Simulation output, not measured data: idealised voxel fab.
process module | voxel transistor to metal
cross-section cut | 185 nm wide | cells 5 nm
A cross-section is a grid of square cells, given in bands from the top down. A band is one or more rows of cells.
Each band's line starts with the height of the band's top and of its bottom, in nm. Then come its materials from left to right, each with its width in nm. One material with "throughout" fills the band from edge to edge. "air" is empty space.
Height 0 is the level under which the wafer as received is all one material. The lowest band goes on downwards, as in "0 down".
A width such as "30 to 40" changes by the same amount from each row of cells to the next, from the band's top row to its bottom row.
"no change" after a step means that no cell of the cross-section changed.
closed voids: empty space of 8 cells or more with no open way to the top, each as width x height at its distance from the left edge, in nm
after a step's settings: what the simulator itself notes on the step
overlay nm, on a step with a mask: how far to the right of its planned place the mask lay; to the left if negative
plan
1 op RECEIVE | material Si
2 op CONFORMAL_DEP | material SiO2 | thk nm 5
3 op CONFORMAL_DEP | material SiN | thk nm 15
4 op DIRECTIONAL_DEP | material aC | thk nm 10
5 op PATTERN | tone cover | mask id ACTIVE | material resist | width nm 105 | thk nm 25 | overlay nm 0
6 op DIRECTIONAL_ETCH | etch materials aC | depth nm 10
7 op STRIP | etch materials resist
8 op DIRECTIONAL_ETCH | etch materials SiN | depth nm 15
9 op DIRECTIONAL_ETCH | etch materials SiO2 | depth nm 5
10 op DIRECTIONAL_ETCH | etch materials Si | depth nm 35
11 op STRIP | etch materials aC
12 op OXIDIZE | depth nm 5
13 op FILL_DEP | material SiO2 | thk nm 5
14 op CMP | height nm 20
15 op SELECTIVE_ETCH | etch materials SiO2 | depth nm 10
16 op STRIP | etch materials SiN
17 op SELECTIVE_ETCH | etch materials SiO2 | depth nm 5
18 op OXIDIZE | depth nm 5
19 op DIRECTIONAL_DEP | material polySi | thk nm 25
20 op DIRECTIONAL_DEP | material SiCN | thk nm 10
21 op DIRECTIONAL_DEP | material aC | thk nm 15
22 op PATTERN | tone cover | mask id GATE | material resist | width nm 35 | thk nm 35 | overlay nm 0
23 op DIRECTIONAL_ETCH | etch materials aC | depth nm 15
24 op STRIP | etch materials resist
25 op DIRECTIONAL_ETCH | etch materials SiCN | depth nm 20
26 op DIRECTIONAL_ETCH | etch materials polySi | depth nm 35
27 op STRIP | etch materials aC
28 op CONFORMAL_DEP | material SiN | thk nm 10
29 op DIRECTIONAL_ETCH | etch materials SiN | depth nm 10
30 op DIRECTIONAL_ETCH | etch materials SiO2 | depth nm 5
31 op DIRECTIONAL_ETCH | etch materials Si | depth nm 5
32 op EPI | material SiGe | thk nm 10
33 op FILL_DEP | material SiO2 | thk nm 5
34 op CMP | height nm 25
35 op STRIP | etch materials polySi
36 op SELECTIVE_ETCH | etch materials SiO2 | depth nm 5
37 op CONFORMAL_DEP | material HfO2 | thk nm 5
38 op CONFORMAL_DEP | material TiN | thk nm 5
39 op FILL_DEP | material W | thk nm 5
40 op CMP | height nm 20
41 op DIRECTIONAL_DEP | material SiO2 | thk nm 10
42 op DIRECTIONAL_DEP | material aC | thk nm 15
43 op PATTERN | tone open | mask id CONTACT | material resist | width nm 15 | pitch nm 80 | thk nm 30 | overlay nm 0
44 op DIRECTIONAL_ETCH | etch materials aC | depth nm 15
45 op STRIP | etch materials resist
46 op DIRECTIONAL_ETCH | etch materials SiO2 | depth nm 30
47 op STRIP | etch materials aC
48 op CONFORMAL_DEP | material TiN | thk nm 5
49 op FILL_DEP | material Ru | thk nm 5
50 op CMP | height nm 30
51 op DIRECTIONAL_DEP | material TiN | thk nm 5
52 op DIRECTIONAL_DEP | material W | thk nm 20
53 op PATTERN | tone cover | mask id METAL_1 | material resist | width nm 15 | pitch nm 80 | thk nm 15 | overlay nm 0
54 op DIRECTIONAL_ETCH | etch materials W | depth nm 20
55 op DIRECTIONAL_ETCH | etch materials TiN | depth nm 5
56 op STRIP | etch materials resist
57 op FILL_DEP | material SiO2 | thk nm 10
58 op CMP | height nm 55
59 op CONFORMAL_DEP | material SiCN | thk nm 5
60 op DIRECTIONAL_DEP | material lowk | thk nm 30
61 op MASKED_ETCH | tone open | mask id METAL_2 | width nm 15 | pitch nm 80 | etch materials lowk | depth nm 20 | overlay nm 0
62 op MASKED_ETCH | tone open | mask id METAL_2_HOLES | width nm 15 | pitch nm 80 | etch materials lowk | depth nm 10 | overlay nm 0
63 op MASKED_ETCH | tone open | mask id METAL_2_HOLES | width nm 15 | pitch nm 80 | etch materials SiCN | depth nm 5 | overlay nm 0
64 op CONFORMAL_DEP | material TiN | thk nm 5
65 op FILL_DEP | material Cu | thk nm 10
66 op CMP | height nm 90
67 op CONFORMAL_DEP | material SiN | thk nm 5
varied across the wafers: width nm of step 62. The plan shows the first wafer's value. All wafers start alike
first wafer as received, after step 1
  0 down: Si throughout
  closed voids: none
first wafer at the end, after step 67
  95 to 90: SiN throughout
  90 to 60: lowk 45 | TiN 5 | Cu 5 | TiN 5 | lowk 65 | TiN 5 | Cu 5 | TiN 5 | lowk 45
  60 to 55: SiCN 45 | TiN 15 | SiCN 65 | TiN 15 | SiCN 45
  55 to 35: SiO2 45 | W 15 | SiO2 65 | W 15 | SiO2 45
  35 to 30: SiO2 45 | TiN 15 | SiO2 65 | TiN 15 | SiO2 45
  30 to 20: SiO2 45 | TiN 5 | Ru 5 | TiN 5 | SiO2 65 | TiN 5 | Ru 5 | TiN 5 | SiO2 45
  20 to 10: SiO2 45 | TiN 5 | Ru 5 | TiN 5 | SiO2 5 | SiN 10 | HfO2 5 | TiN 5 | W 15 | TiN 5 | HfO2 5 | SiN 10 | SiO2 5 | TiN 5 | Ru 5 | TiN 5 | SiO2 45
  10 to 5: SiO2 45 | TiN 15 | SiO2 5 | SiN 10 | HfO2 5 | TiN 5 | W 15 | TiN 5 | HfO2 5 | SiN 10 | SiO2 5 | TiN 15 | SiO2 45
  5 to 0: SiO2 35 | SiN 10 | TiN 10 | SiGe 10 | SiN 10 | HfO2 5 | TiN 25 | HfO2 5 | SiN 10 | SiGe 10 | TiN 10 | SiN 10 | SiO2 35
  0 to -5: SiO2 45 | SiGe 20 | SiO2 5 | HfO2 45 | SiO2 5 | SiGe 20 | SiO2 45
  -5 to -10: SiO2 45 | SiGe 20 | Si 55 | SiGe 20 | SiO2 45
  -10 to -40: SiO2 45 | Si 95 | SiO2 45
  -40 down: Si throughout
  closed voids: none
last wafer at the end
  95 to 90: SiN throughout
  90 to 80: lowk 40 | TiN 5 to 10 | Cu 20 to 5 | TiN 5 to 15 | lowk 50 | TiN 5 to 10 | Cu 20 to 5 | TiN 5 to 15 | lowk 35
  80 to 60: lowk 45 | TiN 5 | Cu 5 | TiN 5 | lowk 65 | TiN 5 | Cu 5 | TiN 5 | lowk 45
  60 to 55: SiCN 45 | TiN 15 | SiCN 65 | TiN 15 | SiCN 45
  55 to 35: SiO2 45 | W 15 | SiO2 65 | W 15 | SiO2 45
  35 to 30: SiO2 45 | TiN 15 | SiO2 65 | TiN 15 | SiO2 45
  30 to 20: SiO2 45 | TiN 5 | Ru 5 | TiN 5 | SiO2 65 | TiN 5 | Ru 5 | TiN 5 | SiO2 45
  20 to 10: SiO2 45 | TiN 5 | Ru 5 | TiN 5 | SiO2 5 | SiN 10 | HfO2 5 | TiN 5 | W 15 | TiN 5 | HfO2 5 | SiN 10 | SiO2 5 | TiN 5 | Ru 5 | TiN 5 | SiO2 45
  10 to 5: SiO2 45 | TiN 15 | SiO2 5 | SiN 10 | HfO2 5 | TiN 5 | W 15 | TiN 5 | HfO2 5 | SiN 10 | SiO2 5 | TiN 15 | SiO2 45
  5 to 0: SiO2 35 | SiN 10 | TiN 10 | SiGe 10 | SiN 10 | HfO2 5 | TiN 25 | HfO2 5 | SiN 10 | SiGe 10 | TiN 10 | SiN 10 | SiO2 35
  0 to -5: SiO2 45 | SiGe 20 | SiO2 5 | HfO2 45 | SiO2 5 | SiGe 20 | SiO2 45
  -5 to -10: SiO2 45 | SiGe 20 | Si 55 | SiGe 20 | SiO2 45
  -10 to -40: SiO2 45 | Si 95 | SiO2 45
  -40 down: Si throughout
  closed voids: none
each wafer at the end: cells of each material gained (+) or lost (-) since it was received, then its closed voids
width nm 15 | +12 Cu | +17 HfO2 | +8 Ru | -171 Si | +31 SiCN | +20 SiGe | +57 SiN | +437 SiO2 | +73 TiN | +33 W | +186 lowk | closed voids: none
width nm 20 | +14 Cu | +17 HfO2 | +8 Ru | -171 Si | +31 SiCN | +20 SiGe | +57 SiN | +437 SiO2 | +75 TiN | +33 W | +182 lowk | closed voids: none
width nm 25 | +16 Cu | +17 HfO2 | +8 Ru | -171 Si | +31 SiCN | +20 SiGe | +57 SiN | +437 SiO2 | +77 TiN | +33 W | +178 lowk | closed voids: none
width nm 30 | +18 Cu | +17 HfO2 | +8 Ru | -171 Si | +31 SiCN | +20 SiGe | +57 SiN | +437 SiO2 | +79 TiN | +33 W | +174 lowk | closed voids: none
